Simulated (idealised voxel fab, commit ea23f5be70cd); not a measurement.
process module | voxel capacitor over wiring
cross-section cut | 295 nm wide | cells 5 nm
A cross-section is a grid of square cells, given in bands from the top down. A band is one or more rows of cells.
Each band's line starts with the height of the band's top and of its bottom, in nm. Then come its materials from left to right, each with its width in nm. One material with "throughout" fills the band from edge to edge. "air" is empty space.
Height 0 is the level under which the wafer as received is all one material. The lowest band goes on downwards, as in "0 down".
A width such as "30 to 40" changes by the same amount from each row of cells to the next, from the band's top row to its bottom row.
"no change" after a step means that no cell of the cross-section changed.
closed voids: empty space of 8 cells or more with no open way to the top, each as width x height at its distance from the left edge, in nm
after a step's settings: what the simulator itself notes on the step
overlay nm, on a step with a mask: how far to the right of its planned place the mask lay; to the left if negative
plan
1 op RECEIVE | material Si
2 op CONFORMAL_DEP | material SiO2 | thk nm 15
3 op DIRECTIONAL_DEP | material TiN | thk nm 5
4 op DIRECTIONAL_DEP | material W | thk nm 25
5 op MASKED_ETCH | tone cover | mask id METAL_1 | width nm 25 | pitch nm 90 | etch materials W | depth nm 25 | overlay nm 0
6 op MASKED_ETCH | tone cover | mask id METAL_1 | width nm 25 | pitch nm 90 | etch materials TiN | depth nm 5 | overlay nm 0
7 op FILL_DEP | material SiO2 | thk nm 5
8 op CMP | height nm 45
9 op CONFORMAL_DEP | material SiCN | thk nm 5
10 op DIRECTIONAL_DEP | material SiO2 | thk nm 10
11 op PATTERN | tone open | mask id PLUG_1 | material resist | width nm 15 | thk nm 15 | overlay nm 0
12 op DIRECTIONAL_ETCH | etch materials SiO2 | depth nm 10
13 op DIRECTIONAL_ETCH | etch materials SiCN | depth nm 5
14 op STRIP | etch materials resist
15 op EPI | material Ru | thk nm 10
16 op EPI | material Ru | thk nm 5
17 op DIRECTIONAL_DEP | material TiN | thk nm 5
18 op DIRECTIONAL_DEP | material Al2O3 | thk nm 5
19 op DIRECTIONAL_DEP | material TiN | thk nm 10
20 op PATTERN | tone cover | mask id UPPER_PLATE | material resist | width nm 70 | thk nm 15 | overlay nm 0
21 op DIRECTIONAL_ETCH | etch materials TiN | depth nm 10
22 op DIRECTIONAL_ETCH | etch materials Al2O3 | depth nm 5
23 op STRIP | etch materials resist
24 op MASKED_ETCH | tone cover | mask id LOWER_PLATE | width nm 80 | etch materials TiN | depth nm 5 | overlay nm 0
25 op FILL_DEP | material SiO2 | thk nm 20
26 op CMP | height nm 95
27 op PATTERN | tone open | mask id PLUG_2 | material resist | width nm 15 | thk nm 15 | overlay nm 0
28 op DIRECTIONAL_ETCH | etch materials SiO2 | depth nm 15
29 op STRIP | etch materials resist
30 op CONFORMAL_DEP | material TiN | thk nm 5
31 op FILL_DEP | material Cu | thk nm 10
32 op CMP | height nm 95
33 op CONFORMAL_DEP | material SiCN | thk nm 5
as received, after step 1
  0 down: Si throughout
  closed voids: none
first wafer at the end, as planned
  100 to 95: SiCN throughout
  95 to 85: SiO2 110 | TiN 5 | Cu 5 | TiN 5 | SiO2 170
  85 to 80: SiO2 110 | TiN 15 | SiO2 170
  80 to 70: SiO2 100 | TiN 70 | SiO2 125
  70 to 65: SiO2 100 | Al2O3 70 | SiO2 125
  65 to 60: SiO2 95 | TiN 80 | SiO2 120
  60 to 50: SiO2 100 | Ru 15 | SiO2 180
  50 to 45: SiCN 100 | Ru 15 | SiCN 180
  45 to 20: SiO2 90 | W 25 | SiO2 65 | W 25 | SiO2 90
  20 to 15: SiO2 90 | TiN 25 | SiO2 65 | TiN 25 | SiO2 90
  15 to 0: SiO2 throughout
  0 down: Si throughout
  closed voids: none
second wafer at the end: like start, like plan, one mistake
  100 to 95: SiCN throughout
  95 to 80: Cu throughout
  80 to 70: Cu 100 | TiN 70 | Cu 125
  70 to 65: Cu 100 | Al2O3 70 | Cu 125
  65 to 60: Cu 95 | TiN 80 | Cu 120
  60 to 50: SiO2 100 | Ru 15 | SiO2 180
  50 to 45: SiCN 100 | Ru 15 | SiCN 180
  45 to 20: SiO2 90 | W 25 | SiO2 65 | W 25 | SiO2 90
  20 to 15: SiO2 90 | TiN 25 | SiO2 65 | TiN 25 | SiO2 90
  15 to 0: SiO2 throughout
  0 down: Si throughout
  closed voids: none
what went wrong: step 25 ran as: op FILL_DEP | material Cu | thk nm 20
at the end the second wafer has, in cells: 353 more of Cu | 346 fewer of SiO2 | 7 fewer of TiN
